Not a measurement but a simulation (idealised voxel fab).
Name of the process module below: voxel wiring stack
In the cross-section labelled cut, the width is 240 nm and each square cell is 5 nm.
Cross-section, as written here: a square-cell grid given band by band from the top down, where a band holds one or more rows of cells.
Each band's line starts with the height of the band's top and of its bottom, in nm. Then come its materials from left to right, each with its width in nm. One material with "full width" fills the band from edge to edge. "air" is empty space.
We count height from 0. Below that, the starting wafer is all one material. The lowest band never ends at the bottom but goes on down; see "0 nm and below" for how that is written.
The notation "30->40" denotes a width that varies across the rows of cells in the band, beginning at the first number in the top row, finishing at the second number in the bottom row, and changing by an identical amount from each row to the next.
Given "no change occurred" for a step, no cell of the cross-section differs between before and after that step.
Look at "Closed void listing" for the closed voids: empty spaces with no open path to the top, sized 8 cells or up. Each is width x height at distance, distance from the left edge, all nm.
Formally, on a step line, whatever follows the settings is a remark that the simulator itself makes on the step.
For masked steps, "overlay nm" on the step line gives how far right of plan the mask actually lay; a minus sign means it lay to the left.
# Set out below are the planned steps of the process
1. RECEIVE,material Si
2. CONFORMAL_DEP,material SiO2,thk nm 15
3. CONFORMAL_DEP,material SiCN,thk nm 5
4. DIRECTIONAL_DEP,material lowk,thk nm 20
5. PATTERN,tone open,mask id METAL_1,material resist,width nm 15,pitch nm 45,thk nm 15,overlay nm 0
6. DIRECTIONAL_ETCH,etch materials lowk,depth nm 20
7. DIRECTIONAL_ETCH,etch materials SiCN,depth nm 5
8. STRIP,etch materials resist
9. CONFORMAL_DEP,material TiN,thk nm 5
10. FILL_DEP,material Cu,thk nm 10
11. CMP,height nm 40
12. EPI,material Ru,thk nm 5
13. FILL_DEP,material SiCN,thk nm 5
14. DIRECTIONAL_DEP,material SiO2,thk nm 25
15. MASKED_ETCH,tone open,mask id METAL_2,width nm 20,pitch nm 45,etch materials SiO2,depth nm 15,overlay nm 0
16. PATTERN,tone open,mask id METAL_2_HOLES,material resist,width nm 15,pitch nm 45,thk nm 20,overlay nm 0
17. DIRECTIONAL_ETCH,etch materials SiO2,depth nm 10
18. DIRECTIONAL_ETCH,etch materials SiCN,depth nm 5
19. STRIP,etch materials resist
20. CONFORMAL_DEP,material TiN,thk nm 5
21. FILL_DEP,material Cu,thk nm 10
22. CMP,height nm 75
23. CONFORMAL_DEP,material SiCN,thk nm 5
24. DIRECTIONAL_DEP,material SiO2,thk nm 30
25. PATTERN,tone open,mask id METAL_3,material resist,width nm 20,pitch nm 45,thk nm 20,overlay nm 0
26. DIRECTIONAL_ETCH,etch materials SiO2,depth nm 20
27. STRIP,etch materials resist
28. MASKED_ETCH,tone open,mask id METAL_3_HOLES,width nm 15,pitch nm 45,etch materials SiO2,depth nm 10,overlay nm 0
29. MASKED_ETCH,tone open,mask id METAL_3_HOLES,width nm 15,pitch nm 45,etch materials SiCN,depth nm 5,overlay nm 0
30. CONFORMAL_DEP,material TiN,thk nm 5
31. FILL_DEP,material Cu,thk nm 10
32. CMP,height nm 110
33. CONFORMAL_DEP,material SiCN,thk nm 5
Keep in mind the plan's value for the width nm of step 5 comes from the first wafer; the wafers don't share that setting, but they do share the same starting point.
# Here's the first of the wafers in cross-section, just as we got it, i.e. after step 1
    0 nm and below: Si full width
    Closed void listing: none
# Every row in this table is a wafer at the end of the module, and it gives, for each of the materials, the cells that wafer has gained (+) or lost (-) since it was received, then its closed voids
width nm 15 | +60 Cu | +15 Ru | +198 SiCN | +552 SiO2 | +123 TiN | +156 lowk | Closed void listing: none
width nm 20 | +72 Cu | +18 Ru | +192 SiCN | +552 SiO2 | +126 TiN | +144 lowk | Closed void listing: none
width nm 25 | +84 Cu | +21 Ru | +186 SiCN | +552 SiO2 | +129 TiN | +132 lowk | Closed void listing: none
width nm 30 | +96 Cu | +24 Ru | +180 SiCN | +552 SiO2 | +132 TiN | +120 lowk | Closed void listing: none
